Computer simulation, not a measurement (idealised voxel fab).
Proc. module: voxel trench capacitor
Displayed cross-section: cut, width of 195 nm, square cells sized 5 nm.
Think of the cross-section as a grid of square cells. We describe it in bands, top to bottom, and each band covers one or more rows of those cells.
A band entry consists of two parts. The first gives the height of the band's top and the height of its bottom, in nm. The rest lists the band's materials from left to right, each with its width in nm. A single material labelled with the word "everywhere" fills the band from edge to edge, and the word "empty" marks empty space.
Basically, 0 is our baseline, since under it the wafer straight out of the box is all one material. The bottom band has no lower end and keeps on going down, so it looks like "z 0 and below".
Graded width ("30->40"): value in top row of band = first number; value in bottom row = second number; row-to-row change constant.
Step note "left unchanged" = no cross-section cell changed.
"Enclosed void listing" - sealed voids, min. 8 cells, no opening to top; format: width x height at distance (distance from left edge; nm throughout).
Past the settings on a step's line: simulator remark, on that step.
overlay nm: where the mask lay relative to plan, measured to the right, on steps with a mask; negatives go left.
Read each pair as before and after one process step. The after cross-section shows only down to the lowest band that changed. The step between them and its settings are given below the pair. Pairs can come from different runs of this module on the same starting wafer. A pair continues from the pair above only where its "Before the process" entry says so.
Before the process
    z 25 to 15: W everywhere
    z 15 to 10: 50 TiN | 5 W | 45 TiN | 5 W | 45 TiN | 5 W | 40 TiN
    z 10 to 5: 45 Al2O3 | 5 TiN | 5 W | 5 TiN | 35 Al2O3 | 5 TiN | 5 W | 5 TiN | 35 Al2O3 | 5 TiN | 5 W | 5 TiN | 35 Al2O3
    z 5 to 0: 40 SiN | 5 Al2O3 | 5 TiN | 5 W | 5 TiN | 5 Al2O3 | 25 SiN | 5 Al2O3 | 5 TiN | 5 W | 5 TiN | 5 Al2O3 | 25 SiN | 5 Al2O3 | 5 TiN | 5 W | 5 TiN | 5 Al2O3 | 30 SiN
    z 0 to -30: 40 Si | 5 Al2O3 | 5 TiN | 5 W | 5 TiN | 5 Al2O3 | 25 Si | 5 Al2O3 | 5 TiN | 5 W | 5 TiN | 5 Al2O3 | 25 Si | 5 Al2O3 | 5 TiN | 5 W | 5 TiN | 5 Al2O3 | 30 Si
    z -30 to -35: 40 Si | 5 Al2O3 | 15 TiN | 5 Al2O3 | 25 Si | 5 Al2O3 | 15 TiN | 5 Al2O3 | 25 Si | 5 Al2O3 | 15 TiN | 5 Al2O3 | 30 Si
    z -35 to -40: 40 Si | 25 Al2O3 | 25 Si | 25 Al2O3 | 25 Si | 25 Al2O3 | 30 Si
    z -40 and below: Si everywhere
    Enclosed void listing: none
Step Outcome
    z 5 to 0: 40 SiN | 5 Al2O3 | 5 TiN | 5 W | 5 TiN | 5 Al2O3 | 25 SiN | 5 Al2O3 | 5 TiN | 5 W | 5 TiN | 5 Al2O3 | 25 SiN | 5 Al2O3 | 5 TiN | 5 W | 5 TiN | 5 Al2O3 | 30 SiN
    Under 0: no change, same as before.
    Enclosed void listing: none
Between the cross-sections above, the step performed was CMP with height nm 5
Before the process
    z 0 and below: Si everywhere
    Enclosed void listing: none
Step Outcome
    z 5 to 0: W everywhere
    Under 0: no change, same as before.
    Enclosed void listing: none
Between the cross-sections above, the step performed was CONFORMAL_DEP with material W, thk nm 5
Before the process: The structure entering this step is exactly what the pair just above shows after its step.
Step Outcome
    z 20 to 5: aC everywhere
    Under 5: no change, same as before.
    Enclosed void listing: none
Between the cross-sections above, the step performed was DIRECTIONAL_DEP with material aC, thk nm 15
Before the process: The structure entering this step is exactly what the pair just above shows after its step.
Step Outcome
    z 50 to 20: 35 resist | 25 empty | 25 resist | 25 empty | 25 resist | 25 empty | 35 resist
    Under 20: no change, same as before.
    Enclosed void listing: none
Between the cross-sections above, the step performed was PATTERN with tone open, mask id TRENCH, material resist, width nm 25, pitch nm 50, thk nm 30, overlay nm 0
Before the process: The structure entering this step is exactly what the pair just above shows after its step.
Step Outcome
    z 35 to 20: 35 resist | 25 empty | 25 resist | 25 empty | 25 resist | 25 empty | 35 resist
    z 20 to 5: 35 aC | 25 empty | 25 aC | 25 empty | 25 aC | 25 empty | 35 aC
    Under 5: no change, same as before.
    Enclosed void listing: none
Between the cross-sections above, the step performed was DIRECTIONAL_ETCH with etch materials aC, depth nm 15
Before the process: The structure entering this step is exactly what the pair just above shows after its step.
Step Outcome
    z 20 to 5: 35 aC | 25 empty | 25 aC | 25 empty | 25 aC | 25 empty | 35 aC
    Under 5: no change, same as before.
    Enclosed void listing: none
Between the cross-sections above, the step performed was STRIP with etch materials resist
Before the process: The structure entering this step is exactly what the pair just above shows after its step.
Step Outcome
    z 5 to 0: W everywhere
    Under 0: no change, same as before.
    Enclosed void listing: none
Between the cross-sections above, the step performed was STRIP with etch materials aC
Before the process: The structure entering this step is exactly what the pair just above shows after its step.
Step Outcome
    z 10 to 5: Al2O3 everywhere
    Under 5: no change, same as before.
    Enclosed void listing: none
Between the cross-sections above, the step performed was CONFORMAL_DEP with material Al2O3, thk nm 5
Before the process: The structure entering this step is exactly what the pair just above shows after its step.
Step Outcome
    z 15 to 10: TiN everywhere
    Under 10: no change, same as before.
    Enclosed void listing: none
Between the cross-sections above, the step performed was CONFORMAL_DEP with material TiN, thk nm 5
Before the process: The structure entering this step is exactly what the pair just above shows after its step.
Step Outcome
    z 25 to 15: W everywhere
    Under 15: no change, same as before.
    Enclosed void listing: none
Between the cross-sections above, the step performed was FILL_DEP with material W, thk nm 10
Before the process: The structure entering this step is exactly what the pair just above shows after its step.
Step Outcome
    z 5 to 0: W everywhere
    Under 0: no change, same as before.
    Enclosed void listing: none
Between the cross-sections above, the step performed was CMP with height nm 5
Before the process
    z 20 to 5: aC everywhere
    z 5 to 0: SiN everywhere
    z 0 and below: Si everywhere
    Enclosed void listing: none
Step Outcome
    z 50 to 20: 35 empty | 25 resist | 25 empty | 25 resist | 25 empty | 25 resist | 35 empty
    Under 20: no change, same as before.
    Enclosed void listing: none
Between the cross-sections above, the step performed was PATTERN with tone cover, mask id TRENCH, material resist, width nm 25, pitch nm 50, thk nm 30, overlay nm 0
Before the process: The structure entering this step is exactly what the pair just above shows after its step.
Step Outcome
    z 35 to 20: 35 empty | 25 resist | 25 empty | 25 resist | 25 empty | 25 resist | 35 empty
    z 20 to 5: 35 empty | 25 aC | 25 empty | 25 aC | 25 empty | 25 aC | 35 empty
    Under 5: no change, same as before.
    Enclosed void listing: none
Between the cross-sections above, the step performed was DIRECTIONAL_ETCH with etch materials aC, depth nm 15
Before the process: The structure entering this step is exactly what the pair just above shows after its step.
Step Outcome
    z 20 to 5: 35 empty | 25 aC | 25 empty | 25 aC | 25 empty | 25 aC | 35 empty
    Under 5: no change, same as before.
    Enclosed void listing: none
Between the cross-sections above, the step performed was STRIP with etch materials resist
Before the process: The structure entering this step is exactly what the pair just above shows after its step.
Step Outcome
    z 20 to 5: 35 empty | 25 aC | 25 empty | 25 aC | 25 empty | 25 aC | 35 empty
    z 5 to 0: 35 empty | 25 SiN | 25 empty | 25 SiN | 25 empty | 25 SiN | 35 empty
    Under 0: no change, same as before.
    Enclosed void listing: none
Between the cross-sections above, the step performed was DIRECTIONAL_ETCH with etch materials SiN, depth nm 5
Before the process: The structure entering this step is exactly what the pair just above shows after its step.
Step Outcome
    z 20 to 5: 35 empty | 25 aC | 25 empty | 25 aC | 25 empty | 25 aC | 35 empty
    z 5 to 0: 35 empty | 25 SiN | 25 empty | 25 SiN | 25 empty | 25 SiN | 35 empty
    z 0 to -40: 35 empty | 25 Si | 25 empty | 25 Si | 25 empty | 25 Si | 35 empty
    Under -40: no change, same as before.
    Enclosed void listing: none
Between the cross-sections above, the step performed was DIRECTIONAL_ETCH with etch materials Si, depth nm 40
Before the process: The structure entering this step is exactly what the pair just above shows after its step.
Step Outcome
    z 5 to 0: 35 empty | 25 SiN | 25 empty | 25 SiN | 25 empty | 25 SiN | 35 empty
    Under 0: no change, same as before.
    Enclosed void listing: none
Between the cross-sections above, the step performed was STRIP with etch materials aC
Before the process: The structure entering this step is exactly what the pair just above shows after its step.
Step Outcome
    z 10 to 5: 30 empty | 35 Al2O3 | 15 empty | 35 Al2O3 | 15 empty | 35 Al2O3 | 30 empty
    z 5 to 0: 30 empty | 5 Al2O3 | 25 SiN | 5 Al2O3 | 15 empty | 5 Al2O3 | 25 SiN | 5 Al2O3 | 15 empty | 5 Al2O3 | 25 SiN | 5 Al2O3 | 30 empty
    z 0 to -35: 30 empty | 5 Al2O3 | 25 Si | 5 Al2O3 | 15 empty | 5 Al2O3 | 25 Si | 5 Al2O3 | 15 empty | 5 Al2O3 | 25 Si | 5 Al2O3 | 30 empty
    z -35 to -40: 35 Al2O3 | 25 Si | 25 Al2O3 | 25 Si | 25 Al2O3 | 25 Si | 35 Al2O3
    Under -40: no change, same as before.
    Enclosed void listing: none
Between the cross-sections above, the step performed was CONFORMAL_DEP with material Al2O3, thk nm 5
Before the process: The structure entering this step is exactly what the pair just above shows after its step.
Step Outcome
    z 15 to 10: 25 empty | 45 TiN | 5 empty | 45 TiN | 5 empty | 45 TiN | 25 empty
    z 10 to 5: 25 empty | 5 TiN | 35 Al2O3 | 5 TiN | 5 empty | 5 TiN | 35 Al2O3 | 5 TiN | 5 empty | 5 TiN | 35 Al2O3 | 5 TiN | 25 empty
    z 5 to 0: 25 empty | 5 TiN | 5 Al2O3 | 25 SiN | 5 Al2O3 | 5 TiN | 5 empty | 5 TiN | 5 Al2O3 | 25 SiN | 5 Al2O3 | 5 TiN | 5 empty | 5 TiN | 5 Al2O3 | 25 SiN | 5 Al2O3 | 5 TiN | 25 empty
    z 0 to -30: 25 empty | 5 TiN | 5 Al2O3 | 25 Si | 5 Al2O3 | 5 TiN | 5 empty | 5 TiN | 5 Al2O3 | 25 Si | 5 Al2O3 | 5 TiN | 5 empty | 5 TiN | 5 Al2O3 | 25 Si | 5 Al2O3 | 5 TiN | 25 empty
    z -30 to -35: 30 TiN | 5 Al2O3 | 25 Si | 5 Al2O3 | 15 TiN | 5 Al2O3 | 25 Si | 5 Al2O3 | 15 TiN | 5 Al2O3 | 25 Si | 5 Al2O3 | 30 TiN
    Under -35: no change, same as before.
    Enclosed void listing: none
Between the cross-sections above, the step performed was CONFORMAL_DEP with material TiN, thk nm 5
Before the process: The structure entering this step is exactly what the pair just above shows after its step.
Step Outcome
    z 25 to 15: W everywhere
    z 15 to 10: 25 W | 45 TiN | 5 W | 45 TiN | 5 W | 45 TiN | 25 W
    z 10 to 5: 25 W | 5 TiN | 35 Al2O3 | 5 TiN | 5 W | 5 TiN | 35 Al2O3 | 5 TiN | 5 W | 5 TiN | 35 Al2O3 | 5 TiN | 25 W
    z 5 to 0: 25 W | 5 TiN | 5 Al2O3 | 25 SiN | 5 Al2O3 | 5 TiN | 5 W | 5 TiN | 5 Al2O3 | 25 SiN | 5 Al2O3 | 5 TiN | 5 W | 5 TiN | 5 Al2O3 | 25 SiN | 5 Al2O3 | 5 TiN | 25 W
    z 0 to -30: 25 W | 5 TiN | 5 Al2O3 | 25 Si | 5 Al2O3 | 5 TiN | 5 W | 5 TiN | 5 Al2O3 | 25 Si | 5 Al2O3 | 5 TiN | 5 W | 5 TiN | 5 Al2O3 | 25 Si | 5 Al2O3 | 5 TiN | 25 W
    Under -30: no change, same as before.
    Enclosed void listing: none
Between the cross-sections above, the step performed was FILL_DEP with material W, thk nm 10
Before the process: The structure entering this step is exactly what the pair just above shows after its step.
Step Outcome
    z 5 to 0: 25 W | 5 TiN | 5 Al2O3 | 25 SiN | 5 Al2O3 | 5 TiN | 5 W | 5 TiN | 5 Al2O3 | 25 SiN | 5 Al2O3 | 5 TiN | 5 W | 5 TiN | 5 Al2O3 | 25 SiN | 5 Al2O3 | 5 TiN | 25 W
    Under 0: no change, same as before.
    Enclosed void listing: none
Between the cross-sections above, the step performed was CMP with height nm 5
